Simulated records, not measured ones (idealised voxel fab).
Presented below is a process module, voxel local oxidation.
Square cells of 5 nm make up the cross-section cut, whose width is 295 nm.
Reading order for cross-sections: top band down to bottom band. Underlying form: a grid of square cells. Band size: one or more rows of cells. Within each band entry, the heights of the top and of the bottom of the band appear first, in that order and in nm; the materials of the band then follow from left to right, each with its corresponding width in nm. The designation "all across" on a single material indicates that it fills the band from edge to edge; the designation "air" indicates empty space. Heights are expressed relative to 0, this being the level below which the as-received wafer comprises one material exclusively. The lowest band is unbounded in the downward direction and is denoted as in "z 0 and below". The two numbers in a width such as "30 to 40" mark its ends across the band: the first belongs to the top row of cells, the second to the bottom row, and from each row to the next the width moves by the same amount. Given "no modifications" for a step, no cell of the cross-section differs between before and after that step. The label "Sealed void inventory" introduces a list of the empty spaces, 8 cells or larger, that have no open way up to the top; each entry in it reads width x height at distance, where the distance is taken from the left edge and all three are stated in nm. On a step's line, text after the settings is the simulator commenting on that step. Steps that use a mask can have "overlay nm" on their line. It says how far the mask sat to the right of where it was meant to be. Negative means to the left.

# The steps planned for the process are as follows
| 1 | RECEIVE,material Si |
| 2 | CONFORMAL_DEP,material SiO2,thk nm 5 |
| 3 | CONFORMAL_DEP,material SiN,thk nm 15 |
| 4 | PATTERN,tone cover,mask id ACTIVE,material resist,width nm 125,thk nm 15,overlay nm -15 |
| 5 | DIRECTIONAL_ETCH,etch materials SiN,depth nm 15 |
| 6 | STRIP,etch materials resist |
| 7 | SELECTIVE_ETCH,etch materials SiO2,depth nm 5 |
| 8 | OXIDIZE,depth nm 15 |
| 9 | STRIP,etch materials SiN |
The overlay nm used in step 4 is not the same on every wafer, whereas the starting condition is; the value printed in the plan is the first wafer's.

# First of several wafers, received after step 1, in cross-section
  z 0 and below | Si all across
  Sealed void inventory: none

# First of several wafers: cross-section at the end of the module, after step 9, its last step
  z 5 to 0 | air=75, SiO2=115, air=105
  z 0 to -15 | SiO2=90, Si=85, SiO2=120
  z -15 and below | Si all across
  Sealed void inventory: none

# Cross-section at module completion, last wafer
  z 5 to 0 | air=105, SiO2=115, air=75
  z 0 to -15 | SiO2=120, Si=85, SiO2=90
  z -15 and below | Si all across
  Sealed void inventory: none

# Tabulated below, wafer by wafer, are the end-of-module results: for each material, the number of cells gained (+) or lost (-) relative to the as-received state, followed by the closed voids
overlay nm -15, -126 Si, +149 SiO2, Sealed void inventory: none
overlay nm -10, -126 Si, +149 SiO2, Sealed void inventory: none
overlay nm -5, -126 Si, +149 SiO2, Sealed void inventory: none
overlay nm 0, -126 Si, +149 SiO2, Sealed void inventory: none
overlay nm 5, -126 Si, +149 SiO2, Sealed void inventory: none
overlay nm 10, -126 Si, +149 SiO2, Sealed void inventory: none
overlay nm 15, -126 Si, +149 SiO2, Sealed void inventory: none
